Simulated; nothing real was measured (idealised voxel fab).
voxel transistor to metal: a process module
Cross-section cut spans 185 nm and uses square cells 5 nm in size.
Cross-sections here: square-cell grids, written as top-down lists of bands, a band being one or more rows of cells.
Band entry format. Leading values: height of top, height of bottom, nm. Remainder: materials in left-to-right order, each with its width in nm. Special words: "everywhere" on a single material, which then fills the band edge to edge; "blank", empty space.
Heights are reckoned from 0. Under this level, the received wafer is all of one material. The bottommost band is open-ended downward, for example "from 0 down".
Quick explanation for "30..40": the width changes in equal steps down the rows of cells, from the first number in the band's top row to the second number in its bottom row.
Step note "nothing got changed" = no cross-section cell changed.
What "Sealed internal cavities" gives you is every empty space of 8 cells or more that is cut off from the top. Each appears as width x height at distance, with the distance taken from the left edge and width, height and distance all in nm.
The remark found on a step's line after its settings is issued by the simulator itself and pertains to that step.
overlay nm: mask right of planned place by this much (step with mask). Neg. = left.
PROCESS STEPS FORESEEN IN THE PLAN
1) RECEIVE [material Si]
2) CONFORMAL_DEP [material SiO2] [thk nm 5]
3) CONFORMAL_DEP [material SiN] [thk nm 10]
4) MASKED_ETCH [tone cover] [mask id ACTIVE] [width nm 120] [etch materials SiN] [depth nm 10] [overlay nm 0]
5) MASKED_ETCH [tone cover] [mask id ACTIVE] [width nm 120] [etch materials SiO2] [depth nm 5] [overlay nm 0]
6) MASKED_ETCH [tone cover] [mask id ACTIVE] [width nm 120] [etch materials Si] [depth nm 20] [overlay nm 0]
7) OXIDIZE [depth nm 5]
8) FILL_DEP [material SiO2] [thk nm 5]
9) CMP [height nm 15]
10) SELECTIVE_ETCH [etch materials SiO2] [depth nm 10]
11) STRIP [etch materials SiN]
12) SELECTIVE_ETCH [etch materials SiO2] [depth nm 5]
13) OXIDIZE [depth nm 5]
14) DIRECTIONAL_DEP [material polySi] [thk nm 25]
15) DIRECTIONAL_DEP [material SiCN] [thk nm 10]
16) MASKED_ETCH [tone cover] [mask id GATE] [width nm 30] [etch materials SiCN] [depth nm 20] [overlay nm 0]
17) MASKED_ETCH [tone cover] [mask id GATE] [width nm 30] [etch materials polySi] [depth nm 35] [overlay nm 0]
18) CONFORMAL_DEP [material SiO2] [thk nm 5]
19) DIRECTIONAL_ETCH [etch materials SiO2] [depth nm 5]
20) CONFORMAL_DEP [material SiN] [thk nm 5]
21) DIRECTIONAL_ETCH [etch materials SiN] [depth nm 5]
22) DIRECTIONAL_ETCH [etch materials SiO2] [depth nm 5]
23) DIRECTIONAL_ETCH [etch materials Si] [depth nm 15]
24) EPI [material SiGe] [thk nm 20]
25) FILL_DEP [material SiO2] [thk nm 10]
26) CMP [height nm 25]
27) STRIP [etch materials polySi]
28) SELECTIVE_ETCH [etch materials SiO2] [depth nm 5]
29) CONFORMAL_DEP [material HfO2] [thk nm 5]
30) CONFORMAL_DEP [material TiN] [thk nm 5]
31) FILL_DEP [material W] [thk nm 10]
32) CMP [height nm 10]
33) DIRECTIONAL_DEP [material SiO2] [thk nm 10]
34) DIRECTIONAL_DEP [material aC] [thk nm 10]
35) PATTERN [tone open] [mask id CONTACT] [material resist] [width nm 20] [pitch nm 90] [thk nm 25] [overlay nm 0]
36) DIRECTIONAL_ETCH [etch materials aC] [depth nm 10]
37) STRIP [etch materials resist]
38) DIRECTIONAL_ETCH [etch materials SiO2] [depth nm 30]
39) STRIP [etch materials aC]
40) CONFORMAL_DEP [material TiN] [thk nm 5]
41) FILL_DEP [material Ru] [thk nm 5]
42) CMP [height nm 30]
43) CONFORMAL_DEP [material SiCN] [thk nm 5]
44) DIRECTIONAL_DEP [material lowk] [thk nm 25]
45) DIRECTIONAL_DEP [material aC] [thk nm 15]
46) PATTERN [tone open] [mask id METAL_1] [material resist] [width nm 20] [pitch nm 90] [thk nm 35] [overlay nm 0]
47) DIRECTIONAL_ETCH [etch materials aC] [depth nm 15]
48) STRIP [etch materials resist]
49) DIRECTIONAL_ETCH [etch materials lowk] [depth nm 25]
50) DIRECTIONAL_ETCH [etch materials SiCN] [depth nm 5]
51) STRIP [etch materials aC]
52) CONFORMAL_DEP [material TiN] [thk nm 5]
53) FILL_DEP [material Ru] [thk nm 5]
54) CMP [height nm 60]
55) CONFORMAL_DEP [material SiCN] [thk nm 5]
Every wafer here starts from the same state; it is the step 32 height nm that distinguishes them, and the value the plan gives belongs to the first wafer.
AS-RECEIVED CROSS-SECTION, FIRST OF SEVERAL WAFERS, POST STEP 1
- from 0 down  Si everywhere
- Sealed internal cavities: none
BELOW: A ROW PER WAFER. CONTENTS AT END OF MODULE: FOR EVERY MATERIAL, CELLS GAINED SINCE RECEIPT (+) OR LOST SINCE RECEIPT (-); THEN CLOSED VOIDS
height nm 10; +12 HfO2; +65 Ru; -133 Si; +66 SiCN; +66 SiGe; +4 SiN; +163 SiO2; +89 TiN; +4 W; +145 lowk; Sealed internal cavities: none
height nm 15; +14 HfO2; +28 Ru; -133 Si; +66 SiCN; +74 SiGe; +6 SiN; +178 SiO2; +95 TiN; +8 W; +145 lowk; Sealed internal cavities: none
height nm 20; +16 HfO2; +28 Ru; -133 Si; +66 SiCN; +74 SiGe; +8 SiN; +197 SiO2; +68 TiN; +12 W; +145 lowk; Sealed internal cavities: none
height nm 25; +45 HfO2; +20 Ru; -133 Si; +66 SiCN; +74 SiGe; +10 SiN; +188 SiO2; +50 TiN; +16 W; +145 lowk; Sealed internal cavities: none
height nm 30; +51 HfO2; +20 Ru; -133 Si; +66 SiCN; +74 SiGe; +10 SiN; +159 SiO2; +69 TiN; +20 W; +145 lowk; Sealed internal cavities: none
height nm 35; +51 HfO2; +20 Ru; -133 Si; +66 SiCN; +74 SiGe; +10 SiN; +159 SiO2; +69 TiN; +20 W; +145 lowk; Sealed internal cavities: none
